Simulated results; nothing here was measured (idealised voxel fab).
Process module in this document: voxel self aligned contacts
150 nm wide, 5 nm square cells: that's cross-section cut.
Just so we're on the same page, the cross-sections are grids of square cells, and they're listed out in bands top to bottom, each band one or more rows deep.
What a band's entry tells you: where the top is and where the bottom is, as heights in nm, and after that what lies inside, material by material from left to right, each with its width in nm. Empty space is written as the word "blank", and a single material marked with the word "full width" occupies the band from edge to edge.
Heights are expressed relative to 0, this being the level below which the as-received wafer comprises one material exclusively. The lowest band is unbounded in the downward direction and is denoted as in "0 and below".
Quick explanation for "30..40": the width changes in equal steps down the rows of cells, from the first number in the band's top row to the second number in its bottom row.
Where the words "nothing changed" appear for a step, the cross-section shows no cell changed by that step; every cell remained as before.
Entry "Unvented voids" = empty spaces >= 8 cells with no open way to the top; each as width x height at distance, distance from left edge, all nm.
Read whatever lies past the settings on a step's line as the simulator's own remark about the step.
"overlay nm" on a masked step: distance the mask lay right of its planned place, negative for left.
Intended process steps:
1: RECEIVE with material Si
2: OXIDIZE with depth nm 5
3: DIRECTIONAL_DEP with material polySi, thk nm 30
4: DIRECTIONAL_DEP with material SiN, thk nm 20
5: MASKED_ETCH with tone cover, mask id GATE, width nm 35, pitch nm 70, etch materials SiN, depth nm 20, overlay nm 0
6: MASKED_ETCH with tone cover, mask id GATE, width nm 35, pitch nm 70, etch materials polySi, depth nm 30, overlay nm 0
7: CONFORMAL_DEP with material SiN, thk nm 5
8: DIRECTIONAL_ETCH with etch materials SiN, depth nm 5
9: FILL_DEP with material SiO2, thk nm 15
10: CMP with height nm 60
11: PATTERN with tone open, mask id CONTACT, material resist, width nm 45, thk nm 20, overlay nm 0
12: DIRECTIONAL_ETCH with etch materials SiO2, depth nm 65
13: STRIP with etch materials resist
14: CONFORMAL_DEP with material TiN, thk nm 5
15: FILL_DEP with material Ru, thk nm 10
16: CMP with height nm 60
17: CONFORMAL_DEP with material SiN, thk nm 5
Here's what the wafer looked like in cross-section when it arrived - that's after step 1:
    0 and below | Si full width
    Unvented voids: none
Below is the wafer in cross-section after the module was completed. It began from the starting point shown above and followed the plan shown above, except that one mistake was made while running it:
    65 down to 60 | SiN full width
    60 down to 50 | SiO2=50 / TiN=5..15 / Ru=35..15 / TiN=5..15 / SiO2=55
    50 down to 25 | SiO2=15 / SiN=5 / polySi=35 / SiN=5 / TiN=5 / Ru=15 / TiN=5 / SiN=5 / polySi=35 / SiN=5 / SiO2=20
    25 down to 20 | SiO2=15 / SiN=5 / polySi=35 / SiN=5 / TiN=25 / SiN=5 / polySi=35 / SiN=5 / SiO2=20
    20 down to 0 | SiN full width
    0 down to -5 | SiO2 full width
    -5 and below | Si full width
    Unvented voids: none
What went wrong in running the wafer? steps 3 and 4: order swapped relative to plan
